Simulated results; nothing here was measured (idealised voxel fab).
Herein follows the process module entitled voxel self aligned contacts.
cross-section cut | 215 nm wide | cells 5 nm
A cross-section is written here as square cells arranged in a grid, and it is given in bands from the top down, each band taking up one or more rows of cells. It is stipulated that each band's entry specify, in nanometres, the height of the top of the band and then that of its bottom, followed by the materials of the band in left-to-right sequence, each together with its width in nanometres. A single material marked by the word "throughout" is understood to fill the band from edge to edge; the word "empty" is understood to denote empty space. Note: height 0 marks the level under which the wafer is uniformly one material as received. Lowest band unbounded below, written "0 nm and below". A width such as "30->40" changes by the same amount from each row of cells to the next, from the band's top row to its bottom row. Given "same as before" for a step, no cell of the cross-section differs between before and after that step. Empty spaces counting at least 8 cells and having no open way to the top are listed in "Cavities, closed". The notation width x height at distance is used for each, the distance being from the left edge and all three values in nm. What comes after the settings on a step's line is commentary from the simulator itself on that step. overlay nm: on a step with a mask, how far right of its planned place the mask lay; negative means left.

List of planned process steps:
step 1: RECEIVE: material Si
step 2: CONFORMAL_DEP: material SiO2, thk nm 5
step 3: DIRECTIONAL_DEP: material polySi, thk nm 20
step 4: DIRECTIONAL_DEP: material SiN, thk nm 25
step 5: PATTERN: tone cover, mask id GATE, material resist, width nm 25, pitch nm 60, thk nm 15, overlay nm 0
step 6: DIRECTIONAL_ETCH: etch materials SiN, depth nm 25
step 7: DIRECTIONAL_ETCH: etch materials polySi, depth nm 20
step 8: STRIP: etch materials resist
step 9: CONFORMAL_DEP: material SiN, thk nm 10
step 10: DIRECTIONAL_ETCH: etch materials SiN, depth nm 10
step 11: FILL_DEP: material SiO2, thk nm 15
step 12: CMP: height nm 60
step 13: DIRECTIONAL_DEP: material aC, thk nm 15
step 14: PATTERN: tone open, mask id CONTACT, material resist, width nm 45, pitch nm 60, thk nm 30, overlay nm 0
step 15: DIRECTIONAL_ETCH: etch materials aC, depth nm 15
step 16: STRIP: etch materials resist
step 17: DIRECTIONAL_ETCH: etch materials SiO2, depth nm 60
step 18: STRIP: etch materials aC
step 19: CONFORMAL_DEP: material TiN, thk nm 5
step 20: FILL_DEP: material W, thk nm 5
step 21: CMP: height nm 60
step 22: CONFORMAL_DEP: material SiCN, thk nm 5

The cross-section here shows the wafer as received, i.e. in its state after step 1:
0 nm and below: Si throughout
Cavities, closed: none

Wafer at module end, in section. Began as above, planned as above, run with one mistake:
65 nm to 60 nm: SiCN throughout
60 nm to 50 nm: SiO2 50; TiN 5->25; W 35->5; TiN 5->15; SiO2 15; TiN 5->25; W 35->5; TiN 5->15; SiO2 60
50 nm to 25 nm: SiO2 25; SiN 45; TiN 5; W 5; TiN 5; SiN 45; TiN 5; W 5; TiN 5; SiN 45; SiO2 25
25 nm to 5 nm: SiO2 25; SiN 10; polySi 25; SiN 10; TiN 5; W 5; TiN 5; SiN 10; polySi 25; SiN 10; TiN 5; W 5; TiN 5; SiN 10; polySi 25; SiN 10; SiO2 25
5 nm to 0 nm: SiO2 70; TiN 15; SiO2 45; TiN 15; SiO2 70
0 nm and below: Si throughout
Cavities, closed: none
What was done differently from what was planned? step 14 off recipe, ran as PATTERN: tone open, mask id CONTACT, material resist, width nm 45, pitch nm 60, thk nm 30, overlay nm -5
